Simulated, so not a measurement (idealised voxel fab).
Proc. module: voxel capacitor over wiring
Section cut is 275 nm wide and gridded with 5 nm square cells.
A cross-section in this document is a grid of square cells, and it is written down as bands, the top band listed before the ones below it; a band is made up of one or more rows of cells. Read a band's entry like this: the first values are the height of its top and the height of its bottom in nm, and what follows is the sequence of materials from left to right, each with its width in nm. Note that "blank" is empty space, and that a single material marked "all across" reaches across the band from edge to edge. For the purposes of this specification, 0 denotes the height below which the wafer in its as-received condition is composed wholly of one material, and the lowermost band, lacking a lower limit, extends downward without end, as expressed in "0 nm and below". Think of "30..40" as a width that walks from the first number to the second as you go down the band, top row to bottom row, taking equal-sized steps from row to row. "no alterations made" after a step means that no cell of the cross-section changed. "Fully enclosed voids" contains a list of empty spaces, each no smaller than 8 cells and without an open way to the top, written in the form width x height at distance with the distance from the left edge and all three in nm. Anything after a step's settings on that line? It's the simulator's own note about the step. "overlay nm" denotes, for a step that has a mask, the displacement of the mask to the right of its planned place, with negative values corresponding to the left.

Planned step list for the process
| 1 | RECEIVE, material Si |
| 2 | CONFORMAL_DEP, material SiO2, thk nm 10 |
| 3 | DIRECTIONAL_DEP, material TiN, thk nm 5 |
| 4 | DIRECTIONAL_DEP, material Ru, thk nm 15 |
| 5 | DIRECTIONAL_DEP, material aC, thk nm 10 |
| 6 | PATTERN, tone cover, mask id METAL_1, material resist, width nm 25, pitch nm 85, thk nm 30, overlay nm 0 |
| 7 | DIRECTIONAL_ETCH, etch materials aC, depth nm 10 |
| 8 | STRIP, etch materials resist |
| 9 | DIRECTIONAL_ETCH, etch materials Ru, depth nm 15 |
| 10 | DIRECTIONAL_ETCH, etch materials TiN, depth nm 5 |
| 11 | STRIP, etch materials aC |
| 12 | CONFORMAL_DEP, material SiN, thk nm 5 |
| 13 | FILL_DEP, material lowk, thk nm 5 |
| 14 | CMP, height nm 30 |
| 15 | CONFORMAL_DEP, material SiCN, thk nm 5 |
| 16 | DIRECTIONAL_DEP, material lowk, thk nm 20 |
| 17 | PATTERN, tone open, mask id PLUG_1, material resist, width nm 15, thk nm 15, overlay nm 0 |
| 18 | DIRECTIONAL_ETCH, etch materials lowk, depth nm 20 |
| 19 | DIRECTIONAL_ETCH, etch materials SiCN, depth nm 5 |
| 20 | STRIP, etch materials resist |
| 21 | EPI, material Ru, thk nm 10 |
| 22 | EPI, material Ru, thk nm 10 |
| 23 | EPI, material Ru, thk nm 5 |
| 24 | DIRECTIONAL_DEP, material TiN, thk nm 5 |
| 25 | DIRECTIONAL_DEP, material Al2O3, thk nm 5 |
| 26 | DIRECTIONAL_DEP, material TiN, thk nm 5 |
| 27 | PATTERN, tone cover, mask id UPPER_PLATE, material resist, width nm 65, thk nm 20, overlay nm 0 |
| 28 | DIRECTIONAL_ETCH, etch materials TiN, depth nm 5 |
| 29 | DIRECTIONAL_ETCH, etch materials Al2O3, depth nm 5 |
| 30 | STRIP, etch materials resist |
| 31 | PATTERN, tone cover, mask id LOWER_PLATE, material resist, width nm 75, thk nm 20, overlay nm 0 |
| 32 | DIRECTIONAL_ETCH, etch materials TiN, depth nm 5 |
| 33 | STRIP, etch materials resist |
| 34 | FILL_DEP, material SiO2, thk nm 20 |
| 35 | CMP, height nm 85 |
| 36 | PATTERN, tone open, mask id PLUG_2, material resist, width nm 15, thk nm 20, overlay nm 0 |
| 37 | DIRECTIONAL_ETCH, etch materials SiO2, depth nm 15 |
| 38 | STRIP, etch materials resist |
| 39 | CONFORMAL_DEP, material TiN, thk nm 5 |
| 40 | FILL_DEP, material W, thk nm 5 |
| 41 | CMP, height nm 85 |
| 42 | CONFORMAL_DEP, material SiCN, thk nm 5 |

Wafer as received: cross-section following step 1
> 0 nm and below  Si all across
> Fully enclosed voids: none

As-planned run: cross-section of the first of two wafers at end of module
> 90 nm to 85 nm  SiCN all across
> 85 nm to 75 nm  SiO2 100 nm; TiN 5 nm; W 5 nm; TiN 5 nm; SiO2 160 nm
> 75 nm to 65 nm  SiO2 100..90 nm; TiN 15..65 nm; SiO2 160..120 nm
> 65 nm to 60 nm  SiO2 90 nm; Al2O3 65 nm; SiO2 120 nm
> 60 nm to 55 nm  SiO2 85 nm; TiN 75 nm; SiO2 115 nm
> 55 nm to 35 nm  lowk 90 nm; Ru 15 nm; lowk 170 nm
> 35 nm to 30 nm  SiCN 90 nm; Ru 15 nm; SiCN 170 nm
> 30 nm to 15 nm  lowk 75 nm; SiN 5 nm; Ru 25 nm; SiN 5 nm; lowk 50 nm; SiN 5 nm; Ru 25 nm; SiN 5 nm; lowk 80 nm
> 15 nm to 10 nm  SiN 80 nm; TiN 25 nm; SiN 60 nm; TiN 25 nm; SiN 85 nm
> 10 nm to 0 nm  SiO2 all across
> 0 nm and below  Si all across
> Fully enclosed voids: none

Cross-section, wafer two of two, end of module: same start and plan as wafer one, one error in execution
> 100 nm to 85 nm  SiCN all across
> 85 nm to 75 nm  SiO2 100 nm; TiN 5 nm; W 5 nm; TiN 5 nm; SiO2 160 nm
> 75 nm to 65 nm  SiO2 100..90 nm; TiN 15..65 nm; SiO2 160..120 nm
> 65 nm to 60 nm  SiO2 90 nm; Al2O3 65 nm; SiO2 120 nm
> 60 nm to 55 nm  SiO2 85 nm; TiN 75 nm; SiO2 115 nm
> 55 nm to 35 nm  lowk 90 nm; Ru 15 nm; lowk 170 nm
> 35 nm to 30 nm  SiCN 90 nm; Ru 15 nm; SiCN 170 nm
> 30 nm to 15 nm  lowk 75 nm; SiN 5 nm; Ru 25 nm; SiN 5 nm; lowk 50 nm; SiN 5 nm; Ru 25 nm; SiN 5 nm; lowk 80 nm
> 15 nm to 10 nm  SiN 80 nm; TiN 25 nm; SiN 60 nm; TiN 25 nm; SiN 85 nm
> 10 nm to 0 nm  SiO2 all across
> 0 nm and below  Si all across
> Fully enclosed voids: none
Finding, execution versus plan: step 42: run off-plan, actual operation and settings CONFORMAL_DEP, material SiCN, thk nm 15
End of process, cell counts, second wafer against first, materials with more or fewer: 110 more of SiCN
